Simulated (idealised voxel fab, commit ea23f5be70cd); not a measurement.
process module | voxel transistor to metal
cross-section cut | 250 nm wide | cells 5 nm
A cross-section is a grid of square cells, given in bands from the top down. A band is one or more rows of cells.
Each band's line starts with the height of the band's top and of its bottom, in nm. Then come its materials from left to right, each with its width in nm. One material with "throughout" fills the band from edge to edge. "air" is empty space.
Height 0 is the level under which the wafer as received is all one material. The lowest band goes on downwards, as in "0 down".
A width such as "30 to 40" changes by the same amount from each row of cells to the next, from the band's top row to its bottom row.
"no change" after a step means that no cell of the cross-section changed.
closed voids: empty space of 8 cells or more with no open way to the top, each as width x height at its distance from the left edge, in nm
after a step's settings: what the simulator itself notes on the step
overlay nm, on a step with a mask: how far to the right of its planned place the mask lay; to the left if negative
Each pair below shows a cross-section before one step and the cross-section after it, down to the lowest band that changed. The line under each pair gives the step between them, with its settings. The pairs can come from different runs of this module on the same starting wafer, so a pair continues from the pair above only where its "before" says so.
before
  0 down: Si throughout
  closed voids: none
after
  0 to -5: SiO2 throughout
  below -5: unchanged
  closed voids: none
the step between: op OXIDIZE | depth nm 5
before: the cross-section after the pair above
after
  15 to 0: SiN throughout
  below 0: unchanged
  closed voids: none
the step between: op CONFORMAL_DEP | material SiN | thk nm 15
before: the cross-section after the pair above
after
  30 to 15: air 15 | resist 100 | air 20 | resist 100 | air 15
  below 15: unchanged
  closed voids: none
the step between: op PATTERN | tone cover | mask id ACTIVE | material resist | width nm 100 | pitch nm 120 | thk nm 15 | overlay nm 0
before: the cross-section after the pair above
after
  30 to 15: air 15 | resist 100 | air 20 | resist 100 | air 15
  15 to 0: air 15 | SiN 100 | air 20 | SiN 100 | air 15
  below 0: unchanged
  closed voids: none
the step between: op DIRECTIONAL_ETCH | etch materials SiN | depth nm 15
before: the cross-section after the pair above
after
  30 to 15: air 15 | resist 100 | air 20 | resist 100 | air 15
  15 to 0: air 15 | SiN 100 | air 20 | SiN 100 | air 15
  0 to -5: air 15 | SiO2 100 | air 20 | SiO2 100 | air 15
  below -5: unchanged
  closed voids: none
the step between: op DIRECTIONAL_ETCH | etch materials SiO2 | depth nm 5
before: the cross-section after the pair above
after
  30 to 15: air 15 | resist 100 | air 20 | resist 100 | air 15
  15 to 0: air 15 | SiN 100 | air 20 | SiN 100 | air 15
  0 to -5: air 15 | SiO2 100 | air 20 | SiO2 100 | air 15
  -5 to -40: air 15 | Si 100 | air 20 | Si 100 | air 15
  below -40: unchanged
  closed voids: none
the step between: op DIRECTIONAL_ETCH | etch materials Si | depth nm 35
before: the cross-section after the pair above
after
  15 to 0: air 15 | SiN 100 | air 20 | SiN 100 | air 15
  below 0: unchanged
  closed voids: none
the step between: op STRIP | etch materials resist
before: the cross-section after the pair above
after
  15 to 0: air 15 | SiN 100 | air 20 | SiN 100 | air 15
  0 to -5: air 15 | SiO2 100 | air 20 | SiO2 100 | air 15
  -5 to -40: air 15 | SiO2 5 | Si 90 | SiO2 5 | air 20 | SiO2 5 | Si 90 | SiO2 5 | air 15
  -40 to -45: SiO2 20 | Si 90 | SiO2 30 | Si 90 | SiO2 20
  below -45: unchanged
  closed voids: none
the step between: op OXIDIZE | depth nm 5
before: the cross-section after the pair above
after
  20 to 15: SiO2 throughout
  15 to 0: SiO2 15 | SiN 100 | SiO2 20 | SiN 100 | SiO2 15
  0 to -5: SiO2 throughout
  -5 to -45: SiO2 20 | Si 90 | SiO2 30 | Si 90 | SiO2 20
  below -45: unchanged
  closed voids: none
the step between: op FILL_DEP | material SiO2 | thk nm 5
before: the cross-section after the pair above
after
  15 to 0: SiO2 15 | SiN 100 | SiO2 20 | SiN 100 | SiO2 15
  below 0: unchanged
  closed voids: none
the step between: op CMP | height nm 15
before: the cross-section after the pair above
after
  15 to 0: air 15 | SiN 100 | air 20 | SiN 100 | air 15
  below 0: unchanged
  closed voids: none
the step between: op SELECTIVE_ETCH | etch materials SiO2 | depth nm 15
before: the cross-section after the pair above
after
  0 to -5: SiO2 throughout
  below -5: unchanged
  closed voids: none
the step between: op STRIP | etch materials SiN
before: the cross-section after the pair above
after
  -5 to -45: SiO2 20 | Si 90 | SiO2 30 | Si 90 | SiO2 20
  below -45: unchanged
  closed voids: none
the step between: op SELECTIVE_ETCH | etch materials SiO2 | depth nm 5
before: the cross-section after the pair above
after
  -5 to -10: SiO2 throughout
  below -10: unchanged
  closed voids: none
the step between: op OXIDIZE | depth nm 5
before: the cross-section after the pair above
after
  25 to -5: polySi throughout
  below -5: unchanged
  closed voids: none
the step between: op DIRECTIONAL_DEP | material polySi | thk nm 30
before: the cross-section after the pair above
after
  35 to 25: SiCN throughout
  below 25: unchanged
  closed voids: none
the step between: op DIRECTIONAL_DEP | material SiCN | thk nm 10
before: the cross-section after the pair above
after
  35 to 25: air 55 | SiCN 20 | air 100 | SiCN 20 | air 55
  below 25: unchanged
  closed voids: none
the step between: op MASKED_ETCH | tone cover | mask id GATE | width nm 20 | pitch nm 120 | etch materials SiCN | depth nm 20 | overlay nm 0
before: the cross-section after the pair above
after
  35 to 25: air 55 | SiCN 20 | air 100 | SiCN 20 | air 55
  25 to -5: air 55 | polySi 20 | air 100 | polySi 20 | air 55
  below -5: unchanged
  closed voids: none
the step between: op MASKED_ETCH | tone cover | mask id GATE | width nm 20 | pitch nm 120 | etch materials polySi | depth nm 40 | overlay nm 0
before: the cross-section after the pair above
after
  40 to 35: air 50 | SiO2 30 | air 90 | SiO2 30 | air 50
  35 to 25: air 50 | SiO2 5 | SiCN 20 | SiO2 5 | air 90 | SiO2 5 | SiCN 20 | SiO2 5 | air 50
  25 to 0: air 50 | SiO2 5 | polySi 20 | SiO2 5 | air 90 | SiO2 5 | polySi 20 | SiO2 5 | air 50
  0 to -5: SiO2 55 | polySi 20 | SiO2 100 | polySi 20 | SiO2 55
  below -5: unchanged
  closed voids: none
the step between: op CONFORMAL_DEP | material SiO2 | thk nm 5
before: the cross-section after the pair above
after
  35 to 25: air 50 | SiO2 5 | SiCN 20 | SiO2 5 | air 90 | SiO2 5 | SiCN 20 | SiO2 5 | air 50
  25 to -5: air 50 | SiO2 5 | polySi 20 | SiO2 5 | air 90 | SiO2 5 | polySi 20 | SiO2 5 | air 50
  below -5: unchanged
  closed voids: none
the step between: op DIRECTIONAL_ETCH | etch materials SiO2 | depth nm 5
before: the cross-section after the pair above
after
  40 to 35: air 45 | SiN 40 | air 80 | SiN 40 | air 45
  35 to 25: air 45 | SiN 5 | SiO2 5 | SiCN 20 | SiO2 5 | SiN 5 | air 80 | SiN 5 | SiO2 5 | SiCN 20 | SiO2 5 | SiN 5 | air 45
  25 to 0: air 45 | SiN 5 | SiO2 5 | polySi 20 | SiO2 5 | SiN 5 | air 80 | SiN 5 | SiO2 5 | polySi 20 | SiO2 5 | SiN 5 | air 45
  0 to -5: SiN 50 | SiO2 5 | polySi 20 | SiO2 5 | SiN 90 | SiO2 5 | polySi 20 | SiO2 5 | SiN 50
  below -5: unchanged
  closed voids: none
the step between: op CONFORMAL_DEP | material SiN | thk nm 5
before: the cross-section after the pair above
after
  35 to 25: air 45 | SiN 5 | SiO2 5 | SiCN 20 | SiO2 5 | SiN 5 | air 80 | SiN 5 | SiO2 5 | SiCN 20 | SiO2 5 | SiN 5 | air 45
  25 to -5: air 45 | SiN 5 | SiO2 5 | polySi 20 | SiO2 5 | SiN 5 | air 80 | SiN 5 | SiO2 5 | polySi 20 | SiO2 5 | SiN 5 | air 45
  below -5: unchanged
  closed voids: none
the step between: op DIRECTIONAL_ETCH | etch materials SiN | depth nm 5
before: the cross-section after the pair above
after
  35 to 30: air 45 | SiN 5 | air 5 | SiCN 20 | air 5 | SiN 5 | air 80 | SiN 5 | air 5 | SiCN 20 | air 5 | SiN 5 | air 45
  30 to 25: air 45 | SiN 5 | SiO2 5 | SiCN 20 | SiO2 5 | SiN 5 | air 80 | SiN 5 | SiO2 5 | SiCN 20 | SiO2 5 | SiN 5 | air 45
  25 to -5: air 45 | SiN 5 | SiO2 5 | polySi 20 | SiO2 5 | SiN 5 | air 80 | SiN 5 | SiO2 5 | polySi 20 | SiO2 5 | SiN 5 | air 45
  -5 to -10: air 45 | SiO2 40 | air 80 | SiO2 40 | air 45
  below -10: unchanged
  closed voids: none
the step between: op DIRECTIONAL_ETCH | etch materials SiO2 | depth nm 5
before: the cross-section after the pair above
after
  35 to 30: air 45 | SiN 5 | air 5 | SiCN 20 | air 5 | SiN 5 | air 80 | SiN 5 | air 5 | SiCN 20 | air 5 | SiN 5 | air 45
  30 to 25: air 45 | SiN 5 | SiO2 5 | SiCN 20 | SiO2 5 | SiN 5 | air 80 | SiN 5 | SiO2 5 | SiCN 20 | SiO2 5 | SiN 5 | air 45
  25 to -5: air 45 | SiN 5 | SiO2 5 | polySi 20 | SiO2 5 | SiN 5 | air 80 | SiN 5 | SiO2 5 | polySi 20 | SiO2 5 | SiN 5 | air 45
  -5 to -10: air 45 | SiO2 40 | air 80 | SiO2 40 | air 45
  -10 to -25: SiO2 20 | air 25 | Si 40 | air 25 | SiO2 30 | air 25 | Si 40 | air 25 | SiO2 20
  below -25: unchanged
  closed voids: none
the step between: op DIRECTIONAL_ETCH | etch materials Si | depth nm 15
before: the cross-section after the pair above
after
  35 to 30: air 45 | SiN 5 | air 5 | SiCN 20 | air 5 | SiN 5 | air 80 | SiN 5 | air 5 | SiCN 20 | air 5 | SiN 5 | air 45
  30 to 25: air 45 | SiN 5 | SiO2 5 | SiCN 20 | SiO2 5 | SiN 5 | air 80 | SiN 5 | SiO2 5 | SiCN 20 | SiO2 5 | SiN 5 | air 45
  25 to 5: air 45 | SiN 5 | SiO2 5 | polySi 20 | SiO2 5 | SiN 5 | air 80 | SiN 5 | SiO2 5 | polySi 20 | SiO2 5 | SiN 5 | air 45
  5 to -5: air 30 | pSi 15 | SiN 5 | SiO2 5 | polySi 20 | SiO2 5 | SiN 5 | pSi 15 | air 50 | pSi 15 | SiN 5 | SiO2 5 | polySi 20 | SiO2 5 | SiN 5 | pSi 15 | air 30
  -5 to -10: air 30 | pSi 15 | SiO2 40 | pSi 15 | air 50 | pSi 15 | SiO2 40 | pSi 15 | air 30
  -10 to -25: SiO2 20 | pSi 25 | Si 40 | pSi 25 | SiO2 30 | pSi 25 | Si 40 | pSi 25 | SiO2 20
  below -25: unchanged
  closed voids: none
the step between: op EPI | material pSi | thk nm 15
before: the cross-section after the pair above
after
  45 to 35: SiO2 throughout
  35 to 25: SiO2 45 | SiN 5 | SiO2 5 | SiCN 20 | SiO2 5 | SiN 5 | SiO2 80 | SiN 5 | SiO2 5 | SiCN 20 | SiO2 5 | SiN 5 | SiO2 45
  25 to 5: SiO2 45 | SiN 5 | SiO2 5 | polySi 20 | SiO2 5 | SiN 5 | SiO2 80 | SiN 5 | SiO2 5 | polySi 20 | SiO2 5 | SiN 5 | SiO2 45
  5 to -5: SiO2 30 | pSi 15 | SiN 5 | SiO2 5 | polySi 20 | SiO2 5 | SiN 5 | pSi 15 | SiO2 50 | pSi 15 | SiN 5 | SiO2 5 | polySi 20 | SiO2 5 | SiN 5 | pSi 15 | SiO2 30
  -5 to -10: SiO2 30 | pSi 15 | SiO2 40 | pSi 15 | SiO2 50 | pSi 15 | SiO2 40 | pSi 15 | SiO2 30
  below -10: unchanged
  closed voids: none
the step between: op FILL_DEP | material SiO2 | thk nm 10
before: the cross-section after the pair above
after
  35 to 25: SiO2 45 | SiN 5 | SiO2 5 | SiCN 20 | SiO2 5 | SiN 5 | SiO2 80 | SiN 5 | SiO2 5 | SiCN 20 | SiO2 5 | SiN 5 | SiO2 45
  below 25: unchanged
  closed voids: none
the step between: op CMP | height nm 35
before: the cross-section after the pair above
after
  50 to 35: SiO2 throughout
  below 35: unchanged
  closed voids: none
the step between: op DIRECTIONAL_DEP | material SiO2 | thk nm 15
before: the cross-section after the pair above
after
  50 to 35: SiO2 20 | air 20 | SiO2 50 | air 20 | SiO2 30 | air 20 | SiO2 50 | air 20 | SiO2 20
  35 to 25: SiO2 20 | air 20 | SiO2 5 | SiN 5 | SiO2 5 | SiCN 20 | SiO2 5 | SiN 5 | SiO2 5 | air 20 | SiO2 30 | air 20 | SiO2 5 | SiN 5 | SiO2 5 | SiCN 20 | SiO2 5 | SiN 5 | SiO2 5 | air 20 | SiO2 20
  25 to 5: SiO2 20 | air 20 | SiO2 5 | SiN 5 | SiO2 5 | polySi 20 | SiO2 5 | SiN 5 | SiO2 5 | air 20 | SiO2 30 | air 20 | SiO2 5 | SiN 5 | SiO2 5 | polySi 20 | SiO2 5 | SiN 5 | SiO2 5 | air 20 | SiO2 20
  5 to -5: SiO2 20 | air 10 | pSi 15 | SiN 5 | SiO2 5 | polySi 20 | SiO2 5 | SiN 5 | pSi 15 | air 10 | SiO2 30 | air 10 | pSi 15 | SiN 5 | SiO2 5 | polySi 20 | SiO2 5 | SiN 5 | pSi 15 | air 10 | SiO2 20
  -5 to -10: SiO2 20 | air 10 | pSi 15 | SiO2 40 | pSi 15 | air 10 | SiO2 30 | air 10 | pSi 15 | SiO2 40 | pSi 15 | air 10 | SiO2 20
  below -10: unchanged
  closed voids: none
the step between: op MASKED_ETCH | tone open | mask id CONTACT | width nm 20 | etch materials SiO2 | depth nm 60 | overlay nm 0
before: the cross-section after the pair above
after
  55 to 50: TiN 25 | air 10 | TiN 60 | air 10 | TiN 40 | air 10 | TiN 60 | air 10 | TiN 25
  50 to 35: SiO2 20 | TiN 5 | air 10 | TiN 5 | SiO2 50 | TiN 5 | air 10 | TiN 5 | SiO2 30 | TiN 5 | air 10 | TiN 5 | SiO2 50 | TiN 5 | air 10 | TiN 5 | SiO2 20
  35 to 25: SiO2 20 | TiN 5 | air 10 | TiN 5 | SiO2 5 | SiN 5 | SiO2 5 | SiCN 20 | SiO2 5 | SiN 5 | SiO2 5 | TiN 5 | air 10 | TiN 5 | SiO2 30 | TiN 5 | air 10 | TiN 5 | SiO2 5 | SiN 5 | SiO2 5 | SiCN 20 | SiO2 5 | SiN 5 | SiO2 5 | TiN 5 | air 10 | TiN 5 | SiO2 20
  25 to 10: SiO2 20 | TiN 5 | air 10 | TiN 5 | SiO2 5 | SiN 5 | SiO2 5 | polySi 20 | SiO2 5 | SiN 5 | SiO2 5 | TiN 5 | air 10 | TiN 5 | SiO2 30 | TiN 5 | air 10 | TiN 5 | SiO2 5 | SiN 5 | SiO2 5 | polySi 20 | SiO2 5 | SiN 5 | SiO2 5 | TiN 5 | air 10 | TiN 5 | SiO2 20
  10 to 5: SiO2 20 | TiN 20 | SiO2 5 | SiN 5 | SiO2 5 | polySi 20 | SiO2 5 | SiN 5 | SiO2 5 | TiN 20 | SiO2 30 | TiN 20 | SiO2 5 | SiN 5 | SiO2 5 | polySi 20 | SiO2 5 | SiN 5 | SiO2 5 | TiN 20 | SiO2 20
  5 to -5: SiO2 20 | TiN 10 | pSi 15 | SiN 5 | SiO2 5 | polySi 20 | SiO2 5 | SiN 5 | pSi 15 | TiN 10 | SiO2 30 | TiN 10 | pSi 15 | SiN 5 | SiO2 5 | polySi 20 | SiO2 5 | SiN 5 | pSi 15 | TiN 10 | SiO2 20
  -5 to -10: SiO2 20 | TiN 10 | pSi 15 | SiO2 40 | pSi 15 | TiN 10 | SiO2 30 | TiN 10 | pSi 15 | SiO2 40 | pSi 15 | TiN 10 | SiO2 20
  below -10: unchanged
  closed voids: none
the step between: op CONFORMAL_DEP | material TiN | thk nm 5
before: the cross-section after the pair above
after
  65 to 55: Ru throughout
  55 to 50: TiN 25 | Ru 10 | TiN 60 | Ru 10 | TiN 40 | Ru 10 | TiN 60 | Ru 10 | TiN 25
  50 to 35: SiO2 20 | TiN 5 | Ru 10 | TiN 5 | SiO2 50 | TiN 5 | Ru 10 | TiN 5 | SiO2 30 | TiN 5 | Ru 10 | TiN 5 | SiO2 50 | TiN 5 | Ru 10 | TiN 5 | SiO2 20
  35 to 25: SiO2 20 | TiN 5 | Ru 10 | TiN 5 | SiO2 5 | SiN 5 | SiO2 5 | SiCN 20 | SiO2 5 | SiN 5 | SiO2 5 | TiN 5 | Ru 10 | TiN 5 | SiO2 30 | TiN 5 | Ru 10 | TiN 5 | SiO2 5 | SiN 5 | SiO2 5 | SiCN 20 | SiO2 5 | SiN 5 | SiO2 5 | TiN 5 | Ru 10 | TiN 5 | SiO2 20
  25 to 10: SiO2 20 | TiN 5 | Ru 10 | TiN 5 | SiO2 5 | SiN 5 | SiO2 5 | polySi 20 | SiO2 5 | SiN 5 | SiO2 5 | TiN 5 | Ru 10 | TiN 5 | SiO2 30 | TiN 5 | Ru 10 | TiN 5 | SiO2 5 | SiN 5 | SiO2 5 | polySi 20 | SiO2 5 | SiN 5 | SiO2 5 | TiN 5 | Ru 10 | TiN 5 | SiO2 20
  below 10: unchanged
  closed voids: none
the step between: op FILL_DEP | material Ru | thk nm 10
before: the cross-section after the pair above
after
  50 to 35: SiO2 20 | TiN 5 | Ru 10 | TiN 5 | SiO2 50 | TiN 5 | Ru 10 | TiN 5 | SiO2 30 | TiN 5 | Ru 10 | TiN 5 | SiO2 50 | TiN 5 | Ru 10 | TiN 5 | SiO2 20
  below 35: unchanged
  closed voids: none
the step between: op CMP | height nm 50
before: the cross-section after the pair above
after
  55 to 50: SiN throughout
  below 50: unchanged
  closed voids: none
the step between: op CONFORMAL_DEP | material SiN | thk nm 5
before: the cross-section after the pair above
after
  80 to 55: lowk throughout
  below 55: unchanged
  closed voids: none
the step between: op DIRECTIONAL_DEP | material lowk | thk nm 25
before: the cross-section after the pair above
after
  90 to 80: aC throughout
  below 80: unchanged
  closed voids: none
the step between: op DIRECTIONAL_DEP | material aC | thk nm 10
before: the cross-section after the pair above
after
  115 to 90: resist 20 | air 20 | resist 50 | air 20 | resist 30 | air 20 | resist 50 | air 20 | resist 20
  below 90: unchanged
  closed voids: none
the step between: op PATTERN | tone open | mask id METAL_1 | material resist | width nm 20 | thk nm 25 | overlay nm 0
before: the cross-section after the pair above
after
  105 to 90: resist 20 | air 20 | resist 50 | air 20 | resist 30 | air 20 | resist 50 | air 20 | resist 20
  90 to 80: aC 20 | air 20 | aC 50 | air 20 | aC 30 | air 20 | aC 50 | air 20 | aC 20
  below 80: unchanged
  closed voids: none
the step between: op DIRECTIONAL_ETCH | etch materials aC | depth nm 10
before: the cross-section after the pair above
after
  90 to 80: aC 20 | air 20 | aC 50 | air 20 | aC 30 | air 20 | aC 50 | air 20 | aC 20
  below 80: unchanged
  closed voids: none
the step between: op STRIP | etch materials resist
before: the cross-section after the pair above
after
  90 to 80: aC 20 | air 20 | aC 50 | air 20 | aC 30 | air 20 | aC 50 | air 20 | aC 20
  80 to 55: lowk 20 | air 20 | lowk 50 | air 20 | lowk 30 | air 20 | lowk 50 | air 20 | lowk 20
  below 55: unchanged
  closed voids: none
the step between: op DIRECTIONAL_ETCH | etch materials lowk | depth nm 25
before: the cross-section after the pair above
after
  90 to 80: aC 20 | air 20 | aC 50 | air 20 | aC 30 | air 20 | aC 50 | air 20 | aC 20
  80 to 55: lowk 20 | air 20 | lowk 50 | air 20 | lowk 30 | air 20 | lowk 50 | air 20 | lowk 20
  55 to 50: SiN 20 | air 20 | SiN 50 | air 20 | SiN 30 | air 20 | SiN 50 | air 20 | SiN 20
  below 50: unchanged
  closed voids: none
the step between: op DIRECTIONAL_ETCH | etch materials SiN | depth nm 5
before: the cross-section after the pair above
after
  80 to 55: lowk 20 | air 20 | lowk 50 | air 20 | lowk 30 | air 20 | lowk 50 | air 20 | lowk 20
  below 55: unchanged
  closed voids: none
the step between: op STRIP | etch materials aC
before: the cross-section after the pair above
after
  85 to 80: TiN 25 | air 10 | TiN 60 | air 10 | TiN 40 | air 10 | TiN 60 | air 10 | TiN 25
  80 to 55: lowk 20 | TiN 5 | air 10 | TiN 5 | lowk 50 | TiN 5 | air 10 | TiN 5 | lowk 30 | TiN 5 | air 10 | TiN 5 | lowk 50 | TiN 5 | air 10 | TiN 5 | lowk 20
  55 to 50: SiN 20 | TiN 20 | SiN 50 | TiN 20 | SiN 30 | TiN 20 | SiN 50 | TiN 20 | SiN 20
  below 50: unchanged
  closed voids: none
the step between: op CONFORMAL_DEP | material TiN | thk nm 5
before: the cross-section after the pair above
after
  90 to 85: Cu throughout
  85 to 80: TiN 25 | Cu 10 | TiN 60 | Cu 10 | TiN 40 | Cu 10 | TiN 60 | Cu 10 | TiN 25
  80 to 55: lowk 20 | TiN 5 | Cu 10 | TiN 5 | lowk 50 | TiN 5 | Cu 10 | TiN 5 | lowk 30 | TiN 5 | Cu 10 | TiN 5 | lowk 50 | TiN 5 | Cu 10 | TiN 5 | lowk 20
  below 55: unchanged
  closed voids: none
the step between: op FILL_DEP | material Cu | thk nm 5
before: the cross-section after the pair above
after
  80 to 55: lowk 20 | TiN 5 | Cu 10 | TiN 5 | lowk 50 | TiN 5 | Cu 10 | TiN 5 | lowk 30 | TiN 5 | Cu 10 | TiN 5 | lowk 50 | TiN 5 | Cu 10 | TiN 5 | lowk 20
  below 55: unchanged
  closed voids: none
the step between: op CMP | height nm 80
before: the cross-section after the pair above
after
  85 to 80: SiCN throughout
  below 80: unchanged
  closed voids: none
the step between: op CONFORMAL_DEP | material SiCN | thk nm 5
before: the cross-section after the pair above
after
  110 to 85: lowk throughout
  below 85: unchanged
  closed voids: none
the step between: op DIRECTIONAL_DEP | material lowk | thk nm 25
before: the cross-section after the pair above
after
  130 to 110: resist 20 | air 20 | resist 100 | air 20 | resist 90
  below 110: unchanged
  closed voids: none
the step between: op PATTERN | tone open | mask id METAL_2 | material resist | width nm 20 | pitch nm 120 | thk nm 20 | overlay nm 0
before: the cross-section after the pair above
after
  130 to 110: resist 20 | air 20 | resist 100 | air 20 | resist 90
  110 to 95: lowk 20 | air 20 | lowk 100 | air 20 | lowk 90
  below 95: unchanged
  closed voids: none
the step between: op DIRECTIONAL_ETCH | etch materials lowk | depth nm 15
before: the cross-section after the pair above
after
  110 to 95: lowk 20 | air 20 | lowk 100 | air 20 | lowk 90
  below 95: unchanged
  closed voids: none
the step between: op STRIP | etch materials resist
before: the cross-section after the pair above
after
  130 to 110: resist 20 | air 15 | resist 105 | air 15 | resist 95
  110 to 95: lowk 20 | air 15 | resist 5 | lowk 100 | air 15 | resist 5 | lowk 90
  below 95: unchanged
  closed voids: none
the step between: op PATTERN | tone open | mask id METAL_2_HOLES | material resist | width nm 15 | pitch nm 120 | thk nm 20 | overlay nm 0
before: the cross-section after the pair above
after
  130 to 110: resist 20 | air 15 | resist 105 | air 15 | resist 95
  110 to 95: lowk 20 | air 15 | resist 5 | lowk 100 | air 15 | resist 5 | lowk 90
  95 to 85: lowk 20 | air 15 | lowk 105 | air 15 | lowk 95
  below 85: unchanged
  closed voids: none
the step between: op DIRECTIONAL_ETCH | etch materials lowk | depth nm 10
before: the cross-section after the pair above
after
  130 to 110: resist 20 | air 15 | resist 105 | air 15 | resist 95
  110 to 95: lowk 20 | air 15 | resist 5 | lowk 100 | air 15 | resist 5 | lowk 90
  95 to 85: lowk 20 | air 15 | lowk 105 | air 15 | lowk 95
  85 to 80: SiCN 20 | air 15 | SiCN 105 | air 15 | SiCN 95
  below 80: unchanged
  closed voids: none
the step between: op DIRECTIONAL_ETCH | etch materials SiCN | depth nm 5
before: the cross-section after the pair above
after
  110 to 95: lowk 20 | air 20 | lowk 100 | air 20 | lowk 90
  below 95: unchanged
  closed voids: none
the step between: op STRIP | etch materials resist
before: the cross-section after the pair above
after
  115 to 110: TiN 25 | air 10 | TiN 110 | air 10 | TiN 95
  110 to 100: lowk 20 | TiN 5 | air 10 | TiN 5 | lowk 100 | TiN 5 | air 10 | TiN 5 | lowk 90
  100 to 95: lowk 20 | TiN 5 | air 5 | TiN 10 | lowk 100 | TiN 5 | air 5 | TiN 10 | lowk 90
  95 to 85: lowk 20 | TiN 5 | air 5 | TiN 5 | lowk 105 | TiN 5 | air 5 | TiN 5 | lowk 95
  85 to 80: SiCN 20 | TiN 15 | SiCN 105 | TiN 15 | SiCN 95
  below 80: unchanged
  closed voids: none
the step between: op CONFORMAL_DEP | material TiN | thk nm 5
before: the cross-section after the pair above
after
  125 to 115: Cu throughout
  115 to 110: TiN 25 | Cu 10 | TiN 110 | Cu 10 | TiN 95
  110 to 100: lowk 20 | TiN 5 | Cu 10 | TiN 5 | lowk 100 | TiN 5 | Cu 10 | TiN 5 | lowk 90
  100 to 95: lowk 20 | TiN 5 | Cu 5 | TiN 10 | lowk 100 | TiN 5 | Cu 5 | TiN 10 | lowk 90
  95 to 85: lowk 20 | TiN 5 | Cu 5 | TiN 5 | lowk 105 | TiN 5 | Cu 5 | TiN 5 | lowk 95
  below 85: unchanged
  closed voids: none
the step between: op FILL_DEP | material Cu | thk nm 10
before: the cross-section after the pair above
after
  110 to 100: lowk 20 | TiN 5 | Cu 10 | TiN 5 | lowk 100 | TiN 5 | Cu 10 | TiN 5 | lowk 90
  below 100: unchanged
  closed voids: none
the step between: op CMP | height nm 110
before: the cross-section after the pair above
after
  115 to 110: SiN throughout
  below 110: unchanged
  closed voids: none
the step between: op CONFORMAL_DEP | material SiN | thk nm 5
before
  35 to 25: air 55 | SiCN 20 | air 100 | SiCN 20 | air 55
  25 to -5: air 55 | polySi 20 | air 100 | polySi 20 | air 55
  -5 to -10: SiO2 throughout
  -10 to -45: SiO2 20 | Si 90 | SiO2 30 | Si 90 | SiO2 20
  -45 down: Si throughout
  closed voids: none
after
  35 to 25: air 55 | SiCN 20 | air 100 | SiCN 20 | air 55
  25 to -5: air 55 | polySi 20 | air 100 | polySi 20 | air 55
  -5 to -10: air 55 | SiO2 20 | air 100 | SiO2 20 | air 55
  below -10: unchanged
  closed voids: none
the step between: op DIRECTIONAL_ETCH | etch materials SiO2 | depth nm 5
before: the cross-section after the pair above
after
  40 to 35: air 50 | SiN 30 | air 90 | SiN 30 | air 50
  35 to 25: air 50 | SiN 5 | SiCN 20 | SiN 5 | air 90 | SiN 5 | SiCN 20 | SiN 5 | air 50
  25 to -5: air 50 | SiN 5 | polySi 20 | SiN 5 | air 90 | SiN 5 | polySi 20 | SiN 5 | air 50
  -5 to -10: SiN 55 | SiO2 20 | SiN 100 | SiO2 20 | SiN 55
  below -10: unchanged
  closed voids: none
the step between: op CONFORMAL_DEP | material SiN | thk nm 5
before: the cross-section after the pair above
after
  35 to 25: air 50 | SiN 5 | SiCN 20 | SiN 5 | air 90 | SiN 5 | SiCN 20 | SiN 5 | air 50
  25 to -5: air 50 | SiN 5 | polySi 20 | SiN 5 | air 90 | SiN 5 | polySi 20 | SiN 5 | air 50
  -5 to -10: air 50 | SiN 5 | SiO2 20 | SiN 5 | air 90 | SiN 5 | SiO2 20 | SiN 5 | air 50
  below -10: unchanged
  closed voids: none
the step between: op DIRECTIONAL_ETCH | etch materials SiN | depth nm 5
before: the cross-section after the pair above
after
  35 to 25: air 50 | SiN 5 | SiCN 20 | SiN 5 | air 90 | SiN 5 | SiCN 20 | SiN 5 | air 50
  25 to -5: air 50 | SiN 5 | polySi 20 | SiN 5 | air 90 | SiN 5 | polySi 20 | SiN 5 | air 50
  -5 to -10: air 50 | SiN 5 | SiO2 20 | SiN 5 | air 90 | SiN 5 | SiO2 20 | SiN 5 | air 50
  -10 to -15: air 20 | Si 90 | air 30 | Si 90 | air 20
  below -15: unchanged
  closed voids: none
the step between: op DIRECTIONAL_ETCH | etch materials SiO2 | depth nm 5
before: the cross-section after the pair above
after
  35 to 25: air 50 | SiN 5 | SiCN 20 | SiN 5 | air 90 | SiN 5 | SiCN 20 | SiN 5 | air 50
  25 to -5: air 50 | SiN 5 | polySi 20 | SiN 5 | air 90 | SiN 5 | polySi 20 | SiN 5 | air 50
  -5 to -10: air 50 | SiN 5 | SiO2 20 | SiN 5 | air 90 | SiN 5 | SiO2 20 | SiN 5 | air 50
  -10 to -15: air 50 | Si 30 | air 90 | Si 30 | air 50
  -15 to -25: SiO2 20 | air 30 | Si 30 | air 30 | SiO2 30 | air 30 | Si 30 | air 30 | SiO2 20
  below -25: unchanged
  closed voids: none
the step between: op DIRECTIONAL_ETCH | etch materials Si | depth nm 15
before: the cross-section after the pair above
after
  35 to 25: air 50 | SiN 5 | SiCN 20 | SiN 5 | air 90 | SiN 5 | SiCN 20 | SiN 5 | air 50
  25 to 5: air 50 | SiN 5 | polySi 20 | SiN 5 | air 90 | SiN 5 | polySi 20 | SiN 5 | air 50
  5 to -5: air 35 | pSi 15 | SiN 5 | polySi 20 | SiN 5 | pSi 15 | air 60 | pSi 15 | SiN 5 | polySi 20 | SiN 5 | pSi 15 | air 35
  -5 to -10: air 35 | pSi 15 | SiN 5 | SiO2 20 | SiN 5 | pSi 15 | air 60 | pSi 15 | SiN 5 | SiO2 20 | SiN 5 | pSi 15 | air 35
  -10 to -15: air 15 | pSi 35 | Si 30 | pSi 35 | air 20 | pSi 35 | Si 30 | pSi 35 | air 15
  -15 to -25: SiO2 20 | pSi 30 | Si 30 | pSi 30 | SiO2 30 | pSi 30 | Si 30 | pSi 30 | SiO2 20
  below -25: unchanged
  closed voids: none
the step between: op EPI | material pSi | thk nm 15
before: the cross-section after the pair above
after
  45 to 35: SiO2 throughout
  35 to 25: SiO2 50 | SiN 5 | SiCN 20 | SiN 5 | SiO2 90 | SiN 5 | SiCN 20 | SiN 5 | SiO2 50
  25 to 5: SiO2 50 | SiN 5 | polySi 20 | SiN 5 | SiO2 90 | SiN 5 | polySi 20 | SiN 5 | SiO2 50
  5 to -5: SiO2 35 | pSi 15 | SiN 5 | polySi 20 | SiN 5 | pSi 15 | SiO2 60 | pSi 15 | SiN 5 | polySi 20 | SiN 5 | pSi 15 | SiO2 35
  -5 to -10: SiO2 35 | pSi 15 | SiN 5 | SiO2 20 | SiN 5 | pSi 15 | SiO2 60 | pSi 15 | SiN 5 | SiO2 20 | SiN 5 | pSi 15 | SiO2 35
  -10 to -15: SiO2 15 | pSi 35 | Si 30 | pSi 35 | SiO2 20 | pSi 35 | Si 30 | pSi 35 | SiO2 15
  below -15: unchanged
  closed voids: none
the step between: op FILL_DEP | material SiO2 | thk nm 10
before: the cross-section after the pair above
after
  35 to 25: SiO2 50 | SiN 5 | SiCN 20 | SiN 5 | SiO2 90 | SiN 5 | SiCN 20 | SiN 5 | SiO2 50
  below 25: unchanged
  closed voids: none
the step between: op CMP | height nm 35
